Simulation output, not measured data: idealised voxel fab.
process module | voxel fin reveal
cross-section cut | 175 nm wide | cells 5 nm
A cross-section is a grid of square cells, given in bands from the top down. A band is one or more rows of cells.
Each band's line starts with the height of the band's top and of its bottom, in nm. Then come its materials from left to right, each with its width in nm. One material with "throughout" fills the band from edge to edge. "air" is empty space.
Height 0 is the level under which the wafer as received is all one material. The lowest band goes on downwards, as in "0 down".
A width such as "30 to 40" changes by the same amount from each row of cells to the next, from the band's top row to its bottom row.
"no change" after a step means that no cell of the cross-section changed.
closed voids: empty space of 8 cells or more with no open way to the top, each as width x height at its distance from the left edge, in nm
after a step's settings: what the simulator itself notes on the step
overlay nm, on a step with a mask: how far to the right of its planned place the mask lay; to the left if negative
plan
1 op RECEIVE | material Si
2 op CONFORMAL_DEP | material SiN | thk nm 10
3 op MASKED_ETCH | tone cover | mask id FINS | width nm 15 | pitch nm 35 | etch materials SiN | depth nm 10 | overlay nm 0
4 op MASKED_ETCH | tone cover | mask id FINS | width nm 15 | pitch nm 35 | etch materials Si | depth nm 35 | overlay nm 0
5 op OXIDIZE | depth nm 5
6 op FILL_DEP | material SiO2 | thk nm 15
7 op CMP | height nm 10
8 op SELECTIVE_ETCH | etch materials SiO2 | depth nm 30
9 op STRIP | etch materials SiN
first wafer, as planned
as received, after step 1
  0 down: Si throughout
  closed voids: none
after step 2
  10 to 0: SiN throughout
  below 0: unchanged
after step 3
  10 to 0: air 60 | SiN 15 | air 20 | SiN 15 | air 65
  below 0: unchanged
after step 4
  10 to 0: air 60 | SiN 15 | air 20 | SiN 15 | air 65
  0 to -35: air 60 | Si 15 | air 20 | Si 15 | air 65
  below -35: unchanged
after step 5
  10 to 0: air 60 | SiN 15 | air 20 | SiN 15 | air 65
  0 to -35: air 60 | SiO2 5 | Si 5 | SiO2 5 | air 20 | SiO2 5 | Si 5 | SiO2 5 | air 65
  -35 to -40: SiO2 65 | Si 5 | SiO2 30 | Si 5 | SiO2 70
  below -40: unchanged
after step 6
  25 to 10: SiO2 throughout
  10 to 0: SiO2 60 | SiN 15 | SiO2 20 | SiN 15 | SiO2 65
  0 to -40: SiO2 65 | Si 5 | SiO2 30 | Si 5 | SiO2 70
  below -40: unchanged
after step 7
  10 to 0: SiO2 60 | SiN 15 | SiO2 20 | SiN 15 | SiO2 65
  below 0: unchanged
after step 8
  10 to 0: air 60 | SiN 15 | air 20 | SiN 15 | air 65
  0 to -20: air 65 | Si 5 | air 30 | Si 5 | air 70
  below -20: unchanged
after step 9
  0 to -20: air 65 | Si 5 | air 30 | Si 5 | air 70
  below -20: unchanged
second wafer: like start, like plan, one mistake. Through step 2 it matches the first wafer
when step 3 should have ended
  10 to 0: air 70 | SiN 15 | air 20 | SiN 15 | air 55
  below 0: unchanged
when step 4 should have ended
  10 to 0: air 70 | SiN 15 | air 20 | SiN 15 | air 55
  0 to -35: air 60 | Si 25 | air 10 | Si 25 | air 55
  below -35: unchanged
when step 5 should have ended
  10 to 0: air 70 | SiN 15 | air 20 | SiN 15 | air 55
  0 to -5: air 60 | SiO2 15 | Si 5 | SiO2 5 | air 10 | SiO2 15 | Si 5 | SiO2 5 | air 55
  -5 to -35: air 60 | SiO2 5 | Si 15 | SiO2 5 | air 10 | SiO2 5 | Si 15 | SiO2 5 | air 55
  -35 to -40: SiO2 65 | Si 15 | SiO2 20 | Si 15 | SiO2 60
  below -40: unchanged
when step 6 should have ended
  25 to 10: SiO2 throughout
  10 to 0: SiO2 70 | SiN 15 | SiO2 20 | SiN 15 | SiO2 55
  0 to -5: SiO2 75 | Si 5 | SiO2 30 | Si 5 | SiO2 60
  -5 to -40: SiO2 65 | Si 15 | SiO2 20 | Si 15 | SiO2 60
  below -40: unchanged
when step 7 should have ended
  10 to 0: SiO2 70 | SiN 15 | SiO2 20 | SiN 15 | SiO2 55
  below 0: unchanged
when step 8 should have ended
  10 to 0: air 70 | SiN 15 | air 20 | SiN 15 | air 55
  0 to -5: air 75 | Si 5 | air 30 | Si 5 | air 60
  -5 to -20: air 65 | Si 15 | air 20 | Si 15 | air 60
  below -20: unchanged
when step 9 should have ended
  0 to -5: air 75 | Si 5 | air 30 | Si 5 | air 60
  below -5: unchanged
what went wrong: step 3 ran as: op MASKED_ETCH | tone cover | mask id FINS | width nm 15 | pitch nm 35 | etch materials SiN | depth nm 10 | overlay nm 10
at the end the second wafer has, in cells: 28 more of Si | 16 fewer of SiO2
